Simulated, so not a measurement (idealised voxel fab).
process module | voxel fin reveal
cross-section cut | 155 nm wide | cells 5 nm
A cross-section is a grid of square cells, given in bands from the top down. A band is one or more rows of cells.
Each band's line starts with the height of the band's top and of its bottom, in nm. Then come its materials from left to right, each with its width in nm. One material with "throughout" fills the band from edge to edge. "air" is empty space.
Height 0 is the level under which the wafer as received is all one material. The lowest band goes on downwards, as in "0 down".
A width such as "30 to 40" changes by the same amount from each row of cells to the next, from the band's top row to its bottom row.
"no change" after a step means that no cell of the cross-section changed.
closed voids: empty space of 8 cells or more with no open way to the top, each as width x height at its distance from the left edge, in nm
after a step's settings: what the simulator itself notes on the step
overlay nm, on a step with a mask: how far to the right of its planned place the mask lay; to the left if negative
plan
1 op RECEIVE | material Si
2 op CONFORMAL_DEP | material SiN | thk nm 10
3 op MASKED_ETCH | tone cover | mask id FINS | width nm 15 | pitch nm 35 | etch materials SiN | depth nm 10 | overlay nm 0
4 op MASKED_ETCH | tone cover | mask id FINS | width nm 15 | pitch nm 35 | etch materials Si | depth nm 30 | overlay nm 0
5 op OXIDIZE | depth nm 5
6 op FILL_DEP | material SiO2 | thk nm 15
7 op CMP | height nm 10
8 op SELECTIVE_ETCH | etch materials SiO2 | depth nm 25
9 op STRIP | etch materials SiN
as received, after step 1
  0 down: Si throughout
  closed voids: none
first wafer at the end, as planned
  0 to -15: air 40 | Si 5 | air 30 | Si 5 | air 30 | Si 5 | air 40
  -15 to -35: SiO2 40 | Si 5 | SiO2 30 | Si 5 | SiO2 30 | Si 5 | SiO2 40
  -35 down: Si throughout
  closed voids: none
second wafer at the end: like start, like plan, one mistake
  0 to -5: Si 30 | air 25 | Si 10 | air 25 | Si 10 | air 25 | Si 30
  -5 down: Si throughout
  closed voids: none
what went wrong: step 3 ran as: op MASKED_ETCH | tone open | mask id FINS | width nm 15 | pitch nm 35 | etch materials SiN | depth nm 10 | overlay nm 0
at the end the second wafer has, in cells: 181 more of Si | 112 fewer of SiO2
